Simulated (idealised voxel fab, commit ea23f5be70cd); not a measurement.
The following is a process module called voxel transistor to metal.
Cross-section cut: width 300 nm, square cells of 5 nm.
Notation: cross-section as square-cell grid; stated in bands, top first, going down; one or more cell rows per band.
Heads up on the band format: heights come first, top then bottom, in nm. After that it's the materials left to right, each with its width in nm. A single material flagged "throughout" fills the whole band edge to edge, and "empty" means there's empty space there.
We count height from 0. Below that, the starting wafer is all one material. The lowest band never ends at the bottom but goes on down; see "top 0, no bottom" for how that is written.
Width: "30->40" (first number = top row, second number = bottom row, same change from row to row of cells).
"nothing changed" means the step left every cell of the cross-section as it was.
The label "Enclosed empty spaces" introduces a list of the empty spaces, 8 cells or larger, that have no open way up to the top; each entry in it reads width x height at distance, where the distance is taken from the left edge and all three are stated in nm.
If you see something after the settings on a step's line, that's the simulator's own remark about that step.
"overlay nm" on a masked step: distance the mask lay right of its planned place, negative for left.

## The process steps that were planned are listed below
1: RECEIVE | material Si
2: CONFORMAL_DEP | material SiO2 | thk nm 5
3: CONFORMAL_DEP | material SiN | thk nm 15
4: PATTERN | tone cover | mask id ACTIVE | material resist | width nm 100 | pitch nm 125 | thk nm 15 | overlay nm 0
5: DIRECTIONAL_ETCH | etch materials SiN | depth nm 15
6: DIRECTIONAL_ETCH | etch materials SiO2 | depth nm 5
7: DIRECTIONAL_ETCH | etch materials Si | depth nm 20
8: STRIP | etch materials resist
9: FILL_DEP | material SiO2 | thk nm 10
10: CMP | height nm 20
11: SELECTIVE_ETCH | etch materials SiO2 | depth nm 15
12: STRIP | etch materials SiN
13: SELECTIVE_ETCH | etch materials SiO2 | depth nm 5
14: OXIDIZE | depth nm 5
15: DIRECTIONAL_DEP | material polySi | thk nm 30
16: DIRECTIONAL_DEP | material SiCN | thk nm 10
17: PATTERN | tone cover | mask id GATE | material resist | width nm 20 | pitch nm 125 | thk nm 20 | overlay nm 0
18: DIRECTIONAL_ETCH | etch materials SiCN | depth nm 20
19: DIRECTIONAL_ETCH | etch materials polySi | depth nm 40
20: STRIP | etch materials resist
21: CONFORMAL_DEP | material SiO2 | thk nm 5
22: DIRECTIONAL_ETCH | etch materials SiO2 | depth nm 5
23: CONFORMAL_DEP | material SiN | thk nm 5
24: DIRECTIONAL_ETCH | etch materials SiN | depth nm 5
25: DIRECTIONAL_ETCH | etch materials SiO2 | depth nm 5
26: DIRECTIONAL_ETCH | etch materials Si | depth nm 10
27: EPI | material pSi | thk nm 15
28: FILL_DEP | material SiO2 | thk nm 10
29: CMP | height nm 40
30: DIRECTIONAL_DEP | material SiO2 | thk nm 10
31: PATTERN | tone open | mask id CONTACT | material resist | width nm 30 | thk nm 20 | overlay nm 0
32: DIRECTIONAL_ETCH | etch materials SiO2 | depth nm 50
33: STRIP | etch materials resist
34: CONFORMAL_DEP | material TiN | thk nm 5
35: FILL_DEP | material Ru | thk nm 5
36: CMP | height nm 50
37: DIRECTIONAL_DEP | material TiN | thk nm 5
38: DIRECTIONAL_DEP | material W | thk nm 25
39: DIRECTIONAL_DEP | material aC | thk nm 10
40: PATTERN | tone cover | mask id METAL_1 | material resist | width nm 15 | thk nm 30 | overlay nm 0
41: DIRECTIONAL_ETCH | etch materials aC | depth nm 10
42: STRIP | etch materials resist
43: DIRECTIONAL_ETCH | etch materials W | depth nm 25
44: DIRECTIONAL_ETCH | etch materials TiN | depth nm 5
45: STRIP | etch materials aC
46: CONFORMAL_DEP | material SiCN | thk nm 5
47: FILL_DEP | material SiO2 | thk nm 10
48: CMP | height nm 80
49: CONFORMAL_DEP | material SiCN | thk nm 5

## As-received wafer cross-section (after step 1)
- top 0, no bottom: Si throughout
- Enclosed empty spaces: none

## Starting structure and process plan are as shown above, but one mistake was made in running the module; the wafer cross-section at the end of the module follows
- top 85, bottom 80: SiCN throughout
- top 80, bottom 55: 25 of SiO2 / 5 of SiCN / 15 of W / 5 of SiCN / 50 of SiO2 / 5 of SiCN / 15 of W / 5 of SiCN / 25 of SiO2 / 5 of SiCN / 15 of W / 5 of SiCN / 50 of SiO2 / 5 of SiCN / 15 of W / 5 of SiCN / 50 of SiO2
- top 55, bottom 50: 30 of SiCN / 15 of TiN / 60 of SiCN / 15 of TiN / 35 of SiCN / 15 of TiN / 60 of SiCN / 15 of TiN / 55 of SiCN
- top 50, bottom 40: 40 of SiO2 / 5 of TiN / 20->15 of Ru / 5->10 of TiN / 30 of SiO2 / 5->10 of TiN / 20->15 of Ru / 5 of TiN / 35 of SiO2 / 5 of TiN / 20->15 of Ru / 5->10 of TiN / 30 of SiO2 / 5->10 of TiN / 20->15 of Ru / 5 of TiN / 45 of SiO2
- top 40, bottom 30: 40 of SiO2 / 5 of TiN / 15 of Ru / 5 of TiN / 5 of SiN / 5 of SiO2 / 20 of SiCN / 5 of SiO2 / 5 of SiN / 5 of TiN / 15 of Ru / 5 of TiN / 35 of SiO2 / 5 of TiN / 15 of Ru / 5 of TiN / 5 of SiN / 5 of SiO2 / 20 of SiCN / 5 of SiO2 / 5 of SiN / 5 of TiN / 15 of Ru / 5 of TiN / 45 of SiO2
- top 30, bottom 15: 40 of SiO2 / 5 of TiN / 15 of Ru / 5 of TiN / 5 of SiN / 5 of SiO2 / 20 of polySi / 5 of SiO2 / 5 of SiN / 5 of TiN / 15 of Ru / 5 of TiN / 35 of SiO2 / 5 of TiN / 15 of Ru / 5 of TiN / 5 of SiN / 5 of SiO2 / 20 of polySi / 5 of SiO2 / 5 of SiN / 5 of TiN / 15 of Ru / 5 of TiN / 45 of SiO2
- top 15, bottom 10: 40 of SiO2 / 25 of TiN / 5 of SiN / 5 of SiO2 / 20 of polySi / 5 of SiO2 / 5 of SiN / 25 of TiN / 35 of SiO2 / 25 of TiN / 5 of SiN / 5 of SiO2 / 20 of polySi / 5 of SiO2 / 5 of SiN / 25 of TiN / 45 of SiO2
- top 10, bottom 0: 40 of SiO2 / 10 of TiN / 15 of pSi / 5 of SiN / 5 of SiO2 / 20 of polySi / 5 of SiO2 / 5 of SiN / 15 of pSi / 10 of TiN / 35 of SiO2 / 10 of TiN / 15 of pSi / 5 of SiN / 5 of SiO2 / 20 of polySi / 5 of SiO2 / 5 of SiN / 15 of pSi / 10 of TiN / 45 of SiO2
- top 0, bottom -5: 30 of SiO2 / 35 of pSi / 40 of SiO2 / 35 of pSi / 15 of SiO2 / 35 of pSi / 40 of SiO2 / 35 of pSi / 35 of SiO2
- top -5, bottom -15: 35 of SiO2 / 30 of pSi / 40 of Si / 30 of pSi / 25 of SiO2 / 30 of pSi / 40 of Si / 30 of pSi / 40 of SiO2
- top -15, bottom -20: 35 of SiO2 / 100 of Si / 25 of SiO2 / 100 of Si / 40 of SiO2
- top -20, no bottom: Si throughout
- Enclosed empty spaces: none
Misprocessing identified: step 40 ran as: PATTERN | tone cover | mask id METAL_1 | material resist | width nm 15 | thk nm 30 | overlay nm -10
